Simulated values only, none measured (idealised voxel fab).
Process module under the name voxel spacer lines
In the cross-section labelled cut, the width is 230 nm and each square cell is 5 nm.
The cross-sections in this document take the form of a grid made of square cells. They are written out as bands, in order from top to bottom. Each band consists of one or more rows of cells. Band: top and bottom heights (nm) first, top before bottom; then materials from left to right, widths in nm. "throughout" marks a sole material filling the band edge to edge. "air" denotes empty space. A quick word on heights: they are counted from 0, and under that level the wafer as it came to us is one material throughout. The lowest band is different from the rest in having no bottom; it simply continues downward, written as in "z 0 and below". It should be noted that a width expressed as "30->40" varies in equal increments from row to row of cells within the band, taking the value of the first number at the top row and that of the second number at the bottom row. "nothing was modified" means the step left every cell of the cross-section as it was. Empty spaces without an open route to the top, at least 8 cells in extent, make up the entry "Listed closed voids"; each is given as width x height at distance, where the distance is measured from the left edge, and all are in nm. after a step's settings: what the simulator itself notes on the step. overlay nm: for a step with a mask, the amount by which the mask lay right of where it was planned; a negative amount means left of it.
These are the steps we planned for the process:
- 1: RECEIVE,material Si
- 2: CONFORMAL_DEP,material SiO2,thk nm 5
- 3: DIRECTIONAL_DEP,material polySi,thk nm 10
- 4: DIRECTIONAL_DEP,material aC,thk nm 20
- 5: PATTERN,tone cover,mask id MANDREL,material resist,width nm 20,pitch nm 70,thk nm 25,overlay nm 0
- 6: DIRECTIONAL_ETCH,etch materials aC,depth nm 20
- 7: STRIP,etch materials resist
- 8: CONFORMAL_DEP,material SiN,thk nm 15
- 9: DIRECTIONAL_ETCH,etch materials SiN,depth nm 15
- 10: STRIP,etch materials aC
- 11: DIRECTIONAL_ETCH,etch materials polySi,depth nm 10
- 12: STRIP,etch materials SiN
- 13: FILL_DEP,material lowk,thk nm 10
- 14: CMP,height nm 5
Every wafer here starts from the same state; it is the step 14 height nm that distinguishes them, and the value the plan gives belongs to the first wafer.
Cut through the first of several wafers as received, post step 1:
z 0 and below: Si throughout
Listed closed voids: none
The rows of the table below are wafers. Looking at the end of the module, a row counts, for every material, the cells the wafer has gained, shown as (+), or lost, shown as (-), since it was received; its closed voids come next:
height nm 5; +46 SiO2; Listed closed voids: none
height nm 10; +46 SiO2; +34 lowk; +12 polySi; Listed closed voids: none
height nm 15; +46 SiO2; +68 lowk; +24 polySi; Listed closed voids: none
height nm 20; +46 SiO2; +114 lowk; +24 polySi; Listed closed voids: none
height nm 25; +46 SiO2; +160 lowk; +24 polySi; Listed closed voids: none
